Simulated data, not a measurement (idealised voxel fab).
process module | voxel wiring stack
cross-section cut | 195 nm wide | cells 5 nm
A cross-section is a grid of square cells, given in bands from the top down. A band is one or more rows of cells.
Each band's line starts with the height of the band's top and of its bottom, in nm. Then come its materials from left to right, each with its width in nm. One material with "throughout" fills the band from edge to edge. "air" is empty space.
Height 0 is the level under which the wafer as received is all one material. The lowest band goes on downwards, as in "0 down".
A width such as "30 to 40" changes by the same amount from each row of cells to the next, from the band's top row to its bottom row.
"no change" after a step means that no cell of the cross-section changed.
closed voids: empty space of 8 cells or more with no open way to the top, each as width x height at its distance from the left edge, in nm
after a step's settings: what the simulator itself notes on the step
overlay nm, on a step with a mask: how far to the right of its planned place the mask lay; to the left if negative
plan
1 op RECEIVE | material Si
2 op CONFORMAL_DEP | material SiO2 | thk nm 15
3 op DIRECTIONAL_DEP | material TiN | thk nm 5
4 op DIRECTIONAL_DEP | material Ru | thk nm 25
5 op PATTERN | tone cover | mask id METAL_1 | material resist | width nm 30 | pitch nm 45 | thk nm 20 | overlay nm 0
6 op DIRECTIONAL_ETCH | etch materials Ru | depth nm 25
7 op DIRECTIONAL_ETCH | etch materials TiN | depth nm 5
8 op STRIP | etch materials resist
9 op CONFORMAL_DEP | material SiN | thk nm 5
10 op FILL_DEP | material lowk | thk nm 10
11 op CMP | height nm 45
12 op CONFORMAL_DEP | material SiCN | thk nm 5
13 op DIRECTIONAL_DEP | material lowk | thk nm 15
14 op PATTERN | tone open | mask id PLUG_1 | material resist | width nm 15 | pitch nm 90 | thk nm 15 | overlay nm 0
15 op DIRECTIONAL_ETCH | etch materials lowk | depth nm 15
16 op DIRECTIONAL_ETCH | etch materials SiCN | depth nm 5
17 op STRIP | etch materials resist
18 op CONFORMAL_DEP | material TiN | thk nm 5
19 op FILL_DEP | material Cu | thk nm 10
20 op CMP | height nm 65
21 op CONFORMAL_DEP | material SiCN | thk nm 5
22 op DIRECTIONAL_DEP | material SiO2 | thk nm 15
23 op MASKED_ETCH | tone open | mask id METAL_2 | width nm 30 | pitch nm 45 | etch materials SiO2 | depth nm 15 | overlay nm 0
24 op MASKED_ETCH | tone open | mask id METAL_2 | width nm 30 | pitch nm 45 | etch materials SiCN | depth nm 5 | overlay nm 0
25 op CONFORMAL_DEP | material TiN | thk nm 5
26 op FILL_DEP | material W | thk nm 5
27 op CMP | height nm 85
28 op CONFORMAL_DEP | material SiCN | thk nm 5
29 op DIRECTIONAL_DEP | material lowk | thk nm 35
30 op PATTERN | tone open | mask id METAL_3 | material resist | width nm 30 | pitch nm 45 | thk nm 15 | overlay nm 0
31 op DIRECTIONAL_ETCH | etch materials lowk | depth nm 20
32 op STRIP | etch materials resist
33 op PATTERN | tone open | mask id METAL_3_HOLES | material resist | width nm 15 | pitch nm 90 | thk nm 20 | overlay nm 0
34 op DIRECTIONAL_ETCH | etch materials lowk | depth nm 15
35 op DIRECTIONAL_ETCH | etch materials SiCN | depth nm 5
36 op STRIP | etch materials resist
37 op CONFORMAL_DEP | material TiN | thk nm 5
38 op FILL_DEP | material Cu | thk nm 10
39 op CMP | height nm 125
40 op CONFORMAL_DEP | material SiCN | thk nm 5
as received, after step 1
  0 down: Si throughout
  closed voids: none
first wafer at the end, as planned
  130 to 125: SiCN throughout
  125 to 110: lowk 35 | TiN 5 | Cu 20 | TiN 5 | lowk 15 | TiN 5 | Cu 20 | TiN 5 | lowk 15 | TiN 5 | Cu 20 | TiN 5 | lowk 40
  110 to 105: lowk 35 | TiN 5 | Cu 5 | TiN 20 | lowk 15 | TiN 30 | lowk 15 | TiN 5 | Cu 5 | TiN 20 | lowk 40
  105 to 90: lowk 35 | TiN 5 | Cu 5 | TiN 5 | lowk 75 | TiN 5 | Cu 5 | TiN 5 | lowk 55
  90 to 85: SiCN 35 | TiN 15 | SiCN 75 | TiN 15 | SiCN 55
  85 to 70: SiO2 35 | TiN 5 | W 20 | TiN 5 | SiO2 15 | TiN 5 | W 20 | TiN 5 | SiO2 15 | TiN 5 | W 20 | TiN 5 | SiO2 40
  70 to 65: SiCN 35 | TiN 30 | SiCN 15 | TiN 30 | SiCN 15 | TiN 30 | SiCN 40
  65 to 50: lowk 35 | TiN 5 | Cu 5 | TiN 5 | lowk 75 | TiN 5 | Cu 5 | TiN 5 | lowk 55
  50 to 45: SiCN 35 | TiN 15 | SiCN 75 | TiN 15 | SiCN 55
  45 to 20: lowk 30 | SiN 5 | Ru 30 | SiN 5 | lowk 5 | SiN 5 | Ru 30 | SiN 5 | lowk 5 | SiN 5 | Ru 30 | SiN 5 | lowk 35
  20 to 15: SiN 35 | TiN 30 | SiN 15 | TiN 30 | SiN 15 | TiN 30 | SiN 40
  15 to 0: SiO2 throughout
  0 down: Si throughout
  closed voids: none
second wafer at the end: like start, like plan, one mistake
  130 to 125: SiCN throughout
  125 to 110: lowk 35 | TiN 5 | Cu 20 | TiN 5 | lowk 15 | TiN 5 | Cu 20 | TiN 5 | lowk 15 | TiN 5 | Cu 20 | TiN 5 | lowk 40
  110 to 105: lowk 35 | TiN 5 | Cu 5 | TiN 20 | lowk 15 | TiN 30 | lowk 15 | TiN 5 | Cu 5 | TiN 20 | lowk 40
  105 to 90: lowk 35 | TiN 5 | Cu 5 | TiN 5 | lowk 75 | TiN 5 | Cu 5 | TiN 5 | lowk 55
  90 to 85: SiCN 35 | TiN 15 | SiCN 75 | TiN 15 | SiCN 55
  85 to 70: SiO2 35 | TiN 5 | W 20 | TiN 5 | SiO2 15 | TiN 5 | W 20 | TiN 5 | SiO2 15 | TiN 5 | W 20 | TiN 5 | SiO2 40
  70 to 65: SiCN 35 | TiN 30 | SiCN 15 | TiN 30 | SiCN 15 | TiN 30 | SiCN 40
  65 to 60: SiCN 35 | TiN 15 | SiCN 75 | TiN 15 | SiCN 55
  60 to 45: lowk throughout
  45 to 20: lowk 30 | SiN 5 | Ru 30 | SiN 5 | lowk 5 | SiN 5 | Ru 30 | SiN 5 | lowk 5 | SiN 5 | Ru 30 | SiN 5 | lowk 35
  20 to 15: SiN 35 | TiN 30 | SiN 15 | TiN 30 | SiN 15 | TiN 30 | SiN 40
  15 to 0: SiO2 throughout
  0 down: Si throughout
  closed voids: none
what went wrong: steps 12 and 13 were swapped
at the end the second wafer has, in cells: 6 fewer of Cu | 12 fewer of TiN | 18 more of lowk
